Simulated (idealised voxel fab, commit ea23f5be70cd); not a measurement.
Process module in this document: voxel lift off
We display cut, a cross-section 165 nm in width whose square cells are each 5 nm.
Throughout this document, each cross-section is represented as a grid of square cells and is presented as a sequence of bands enumerated from the top downward, where a band comprises one or more rows of cells. Heights first: top, then bottom, in nm. Then materials, left to right, each with a width in nm. "throughout" on a single material: fills the band edge to edge. "blank": empty space. Height is counted from the level 0, under which the received wafer is composed throughout of one material. The lowest of the bands is not closed at the bottom but continues downward, in the notation "0..down". The two numbers in a width such as "30..40" mark its ends across the band: the first belongs to the top row of cells, the second to the bottom row, and from each row to the next the width moves by the same amount. "remained unchanged" -> step changed no cross-section cell. The entry titled "Enclosed void inventory" provides the empty spaces that have no open way to the top, restricted to those of 8 cells or more. Each is presented as width x height at distance, the distance being measured from the left edge, with all three in nm. The remark found on a step's line after its settings is issued by the simulator itself and pertains to that step. The optional step-line setting "overlay nm" applies to steps with a mask and quantifies how far to the right of its planned location the mask lay, a negative value indicating leftward placement.
Steps in the process plan:
1: RECEIVE: material Si
2: CONFORMAL_DEP: material Al2O3, thk nm 5
3: PATTERN: tone open, mask id LINES, material resist, width nm 15, pitch nm 45, thk nm 20, overlay nm 0
4: DIRECTIONAL_DEP: material Ru, thk nm 5
5: STRIP: etch materials resist
6: CONFORMAL_DEP: material SiCN, thk nm 5
Wafer, first of two, run as planned:
Wafer as received: cross-section following step 1:
- 0..down | Si throughout
- Enclosed void inventory: none
Wafer after step 2 (cross-section):
- 5..0 | Al2O3 throughout
- Heights below 0 show no change.
Wafer after step 3 (cross-section):
- 25..5 | resist=50  blank=15  resist=30  blank=15  resist=55
- Heights below 5 show no change.
Wafer after step 4 (cross-section):
- 30..25 | Ru=50  blank=15  Ru=30  blank=15  Ru=55
- 25..10 | resist=50  blank=15  resist=30  blank=15  resist=55
- 10..5 | resist=50  Ru=15  resist=30  Ru=15  resist=55
- Heights below 5 show no change.
Wafer after step 5 (cross-section):
- 10..5 | blank=50  Ru=15  blank=30  Ru=15  blank=55
- Heights below 5 show no change.
Wafer after step 6 (cross-section):
- 15..10 | blank=45  SiCN=25  blank=20  SiCN=25  blank=50
- 10..5 | SiCN=50  Ru=15  SiCN=30  Ru=15  SiCN=55
- Heights below 5 show no change.
Second wafer. Start and plan as for the first. One mistake made in running. Agrees with the first up to and including step 2:
Second wafer cross-section, taken as of the time the plan sets for step 3 to be done:
- 25..5 | blank=50  resist=15  blank=30  resist=15  blank=55
- Heights below 5 show no change.
Second wafer cross-section, taken as of the time the plan sets for step 4 to be done:
- 30..25 | blank=50  Ru=15  blank=30  Ru=15  blank=55
- 25..10 | blank=50  resist=15  blank=30  resist=15  blank=55
- 10..5 | Ru=50  resist=15  Ru=30  resist=15  Ru=55
- Heights below 5 show no change.
Second wafer cross-section, taken as of the time the plan sets for step 5 to be done:
- 10..5 | Ru=50  blank=15  Ru=30  blank=15  Ru=55
- Heights below 5 show no change.
Second wafer cross-section, taken as of the time the plan sets for step 6 to be done:
- 15..10 | SiCN=55  blank=5  SiCN=40  blank=5  SiCN=60
- 10..5 | Ru=50  SiCN=15  Ru=30  SiCN=15  Ru=55
- Heights below 5 show no change.
The mistake made against the process plan was this: in deviation from the planned setting, step 3 was conducted as PATTERN: tone cover, mask id LINES, material resist, width nm 15, pitch nm 45, thk nm 20, overlay nm 0
Wrapping up, a cell-based count of both wafers puts the second over or under the first for these materials: Ru: 21 more
